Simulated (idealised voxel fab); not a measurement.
process module | voxel ribs on slabs
cross-section cut | 235 nm wide | cells 5 nm
A cross-section is a grid of square cells, given in bands from the top down. A band is one or more rows of cells.
Each band's line starts with the height of the band's top and of its bottom, in nm. Then come its materials from left to right, each with its width in nm. One material with "throughout" fills the band from edge to edge. "air" is empty space.
Height 0 is the level under which the wafer as received is all one material. The lowest band goes on downwards, as in "0 down".
A width such as "30 to 40" changes by the same amount from each row of cells to the next, from the band's top row to its bottom row.
"no change" after a step means that no cell of the cross-section changed.
closed voids: empty space of 8 cells or more with no open way to the top, each as width x height at its distance from the left edge, in nm
after a step's settings: what the simulator itself notes on the step
overlay nm, on a step with a mask: how far to the right of its planned place the mask lay; to the left if negative
plan
1 op RECEIVE | material Si
2 op DIRECTIONAL_DEP | material SiO2 | thk nm 30
3 op DIRECTIONAL_DEP | material SiN | thk nm 20
4 op PATTERN | tone cover | mask id RIB | material resist | width nm 25 | thk nm 20 | overlay nm -15
5 op DIRECTIONAL_ETCH | etch materials SiN | depth nm 15
6 op STRIP | etch materials resist
7 op DIRECTIONAL_DEP | material aC | thk nm 15
8 op PATTERN | tone cover | mask id SLAB | material resist | width nm 65 | thk nm 35 | overlay nm 0
9 op DIRECTIONAL_ETCH | etch materials aC | depth nm 15
10 op STRIP | etch materials resist
11 op DIRECTIONAL_ETCH | etch materials SiN | depth nm 5
12 op STRIP | etch materials aC
13 op FILL_DEP | material SiO2 | thk nm 25
14 op CMP | height nm 65
15 op DIRECTIONAL_DEP | material W | thk nm 5
16 op MASKED_ETCH | tone cover | mask id HEATER | width nm 35 | etch materials W | depth nm 5 | overlay nm 0
17 op CONFORMAL_DEP | material SiO2 | thk nm 5
varied across the wafers: overlay nm of step 4. The plan shows the first wafer's value. All wafers start alike
first wafer as received, after step 1
  0 down: Si throughout
  closed voids: none
first wafer at the end, after step 17
  75 to 70: air 95 | SiO2 45 | air 95
  70 to 65: SiO2 100 | W 35 | SiO2 100
  65 to 50: SiO2 throughout
  50 to 35: SiO2 90 | SiN 25 | SiO2 120
  35 to 30: SiO2 85 | SiN 65 | SiO2 85
  30 to 0: SiO2 throughout
  0 down: Si throughout
  closed voids: none
last wafer at the end
  75 to 70: air 95 | SiO2 45 | air 95
  70 to 65: SiO2 100 | W 35 | SiO2 100
  65 to 50: SiO2 throughout
  50 to 35: SiO2 120 | SiN 25 | SiO2 90
  35 to 30: SiO2 85 | SiN 65 | SiO2 85
  30 to 0: SiO2 throughout
  0 down: Si throughout
  closed voids: none
each wafer at the end: cells of each material gained (+) or lost (-) since it was received, then its closed voids
overlay nm -15 | +28 SiN | +632 SiO2 | +7 W | closed voids: none
overlay nm -10 | +28 SiN | +632 SiO2 | +7 W | closed voids: none
overlay nm -5 | +28 SiN | +632 SiO2 | +7 W | closed voids: none
overlay nm 0 | +28 SiN | +632 SiO2 | +7 W | closed voids: none
overlay nm 5 | +28 SiN | +632 SiO2 | +7 W | closed voids: none
overlay nm 10 | +28 SiN | +632 SiO2 | +7 W | closed voids: none
overlay nm 15 | +28 SiN | +632 SiO2 | +7 W | closed voids: none
